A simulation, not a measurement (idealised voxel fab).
voxel capacitor over wiring: a process module
230 nm wide, 5 nm square cells: that's cross-section cut.
Just so we're on the same page, the cross-sections are grids of square cells, and they're listed out in bands top to bottom, each band one or more rows deep.
Top height, bottom height, nm. Materials left to right, width each, nm. Single material + "full width" = fills band edge to edge. "blank" = empty.
Heights are expressed relative to 0, this being the level below which the as-received wafer comprises one material exclusively. The lowest band is unbounded in the downward direction and is denoted as in "z 0 and below".
Width "30->40": first value at the band's top row of cells, second value at its bottom row, equal change from row to row.
"no modifications" means the step left every cell of the cross-section as it was.
Look at "Fully closed voids" for the closed voids: empty spaces with no open path to the top, sized 8 cells or up. Each is width x height at distance, distance from the left edge, all nm.
It should be noted that, on the line of a given step, the content following the step's settings is a remark produced by the simulator itself with respect to that step.
Among the settings permitted on a step's line is "overlay nm"; applied to a step with a mask, it specifies the extent to which the mask lay to the right of its planned position, whereas a negative figure signifies a position to the left.

**The steps planned for the process are as follows**
| 1 | op RECEIVE | material Si |
| 2 | op CONFORMAL_DEP | material SiO2 | thk nm 10 |
| 3 | op CONFORMAL_DEP | material SiN | thk nm 5 |
| 4 | op DIRECTIONAL_DEP | material SiO2 | thk nm 25 |
| 5 | op DIRECTIONAL_DEP | material aC | thk nm 10 |
| 6 | op PATTERN | tone open | mask id METAL_1 | material resist | width nm 20 | pitch nm 90 | thk nm 30 | overlay nm 0 |
| 7 | op DIRECTIONAL_ETCH | etch materials aC | depth nm 10 |
| 8 | op STRIP | etch materials resist |
| 9 | op DIRECTIONAL_ETCH | etch materials SiO2 | depth nm 25 |
| 10 | op DIRECTIONAL_ETCH | etch materials SiN | depth nm 5 |
| 11 | op STRIP | etch materials aC |
| 12 | op CONFORMAL_DEP | material TiN | thk nm 5 |
| 13 | op FILL_DEP | material Cu | thk nm 5 |
| 14 | op CMP | height nm 40 |
| 15 | op CONFORMAL_DEP | material SiCN | thk nm 5 |
| 16 | op DIRECTIONAL_DEP | material lowk | thk nm 20 |
| 17 | op DIRECTIONAL_DEP | material aC | thk nm 10 |
| 18 | op PATTERN | tone open | mask id PLUG_1 | material resist | width nm 15 | thk nm 25 | overlay nm 0 |
| 19 | op DIRECTIONAL_ETCH | etch materials aC | depth nm 10 |
| 20 | op STRIP | etch materials resist |
| 21 | op DIRECTIONAL_ETCH | etch materials lowk | depth nm 20 |
| 22 | op DIRECTIONAL_ETCH | etch materials SiCN | depth nm 5 |
| 23 | op STRIP | etch materials aC |
| 24 | op CONFORMAL_DEP | material TiN | thk nm 5 |
| 25 | op FILL_DEP | material W | thk nm 10 |
| 26 | op CMP | height nm 65 |
| 27 | op DIRECTIONAL_DEP | material TiN | thk nm 10 |
| 28 | op DIRECTIONAL_DEP | material HfO2 | thk nm 5 |
| 29 | op DIRECTIONAL_DEP | material TiN | thk nm 5 |
| 30 | op DIRECTIONAL_DEP | material aC | thk nm 15 |
| 31 | op PATTERN | tone cover | mask id UPPER_PLATE | material resist | width nm 75 | thk nm 35 | overlay nm 0 |
| 32 | op DIRECTIONAL_ETCH | etch materials aC | depth nm 15 |
| 33 | op STRIP | etch materials resist |
| 34 | op DIRECTIONAL_ETCH | etch materials TiN | depth nm 5 |
| 35 | op DIRECTIONAL_ETCH | etch materials HfO2 | depth nm 5 |
| 36 | op STRIP | etch materials aC |
| 37 | op PATTERN | tone cover | mask id LOWER_PLATE | material resist | width nm 85 | thk nm 20 | overlay nm 0 |
| 38 | op DIRECTIONAL_ETCH | etch materials TiN | depth nm 10 |
| 39 | op STRIP | etch materials resist |
| 40 | op FILL_DEP | material SiO2 | thk nm 15 |
| 41 | op CMP | height nm 95 |
| 42 | op MASKED_ETCH | tone open | mask id PLUG_2 | width nm 15 | etch materials SiO2 | depth nm 10 | overlay nm 0 |
| 43 | op CONFORMAL_DEP | material TiN | thk nm 5 |
| 44 | op FILL_DEP | material W | thk nm 10 |
| 45 | op CMP | height nm 95 |
| 46 | op CONFORMAL_DEP | material SiN | thk nm 5 |

**Cross-section of the wafer as it came to us, i.e., already through step 1**
- z 0 and below | Si full width
- Fully closed voids: none

**First of two wafers at the end of the module, shown in cross-section; run carried out as planned**
- z 100 to 95 | SiN full width
- z 95 to 90 | 75 nm SiO2, then 5 nm TiN, then 5 nm W, then 5 nm TiN, then 140 nm SiO2
- z 90 to 80 | 75->65 nm SiO2, then 15->75 nm TiN, then 140->90 nm SiO2
- z 80 to 75 | 65 nm SiO2, then 75 nm HfO2, then 90 nm SiO2
- z 75 to 65 | 60 nm SiO2, then 85 nm TiN, then 85 nm SiO2
- z 65 to 45 | 65 nm lowk, then 5 nm TiN, then 5 nm W, then 5 nm TiN, then 150 nm lowk
- z 45 to 40 | 65 nm SiCN, then 15 nm TiN, then 150 nm SiCN
- z 40 to 15 | 60 nm SiO2, then 5 nm TiN, then 10 nm Cu, then 5 nm TiN, then 70 nm SiO2, then 5 nm TiN, then 10 nm Cu, then 5 nm TiN, then 60 nm SiO2
- z 15 to 10 | 60 nm SiN, then 20 nm TiN, then 70 nm SiN, then 20 nm TiN, then 60 nm SiN
- z 10 to 0 | SiO2 full width
- z 0 and below | Si full width
- Fully closed voids: none

**second wafer at the end: like start, like plan, one mistake**
- z 100 to 95 | SiN full width
- z 95 to 90 | 70 nm W, then 5 nm TiN, then 15 nm SiO2, then 5 nm TiN, then 135 nm W
- z 90 to 85 | 75 nm TiN, then 15 nm SiO2, then 140 nm TiN
- z 85 to 80 | 65 nm SiO2, then 75 nm TiN, then 90 nm SiO2
- z 80 to 75 | 65 nm SiO2, then 75 nm HfO2, then 90 nm SiO2
- z 75 to 65 | 60 nm SiO2, then 85 nm TiN, then 85 nm SiO2
- z 65 to 45 | 65 nm lowk, then 5 nm TiN, then 5 nm W, then 5 nm TiN, then 150 nm lowk
- z 45 to 40 | 65 nm SiCN, then 15 nm TiN, then 150 nm SiCN
- z 40 to 15 | 60 nm SiO2, then 5 nm TiN, then 10 nm Cu, then 5 nm TiN, then 70 nm SiO2, then 5 nm TiN, then 10 nm Cu, then 5 nm TiN, then 60 nm SiO2
- z 15 to 10 | 60 nm SiN, then 20 nm TiN, then 70 nm SiN, then 20 nm TiN, then 60 nm SiN
- z 10 to 0 | SiO2 full width
- z 0 and below | Si full width
- Fully closed voids: none
Nonconformance to the process plan: step 42 deviated from plan and actually ran as op MASKED_ETCH | tone cover | mask id PLUG_2 | width nm 15 | etch materials SiO2 | depth nm 10 | overlay nm 0
End check, counted in cells, second wafer has more or fewer of these materials than the first: 80 fewer of SiO2 | 40 more of TiN | 40 more of W
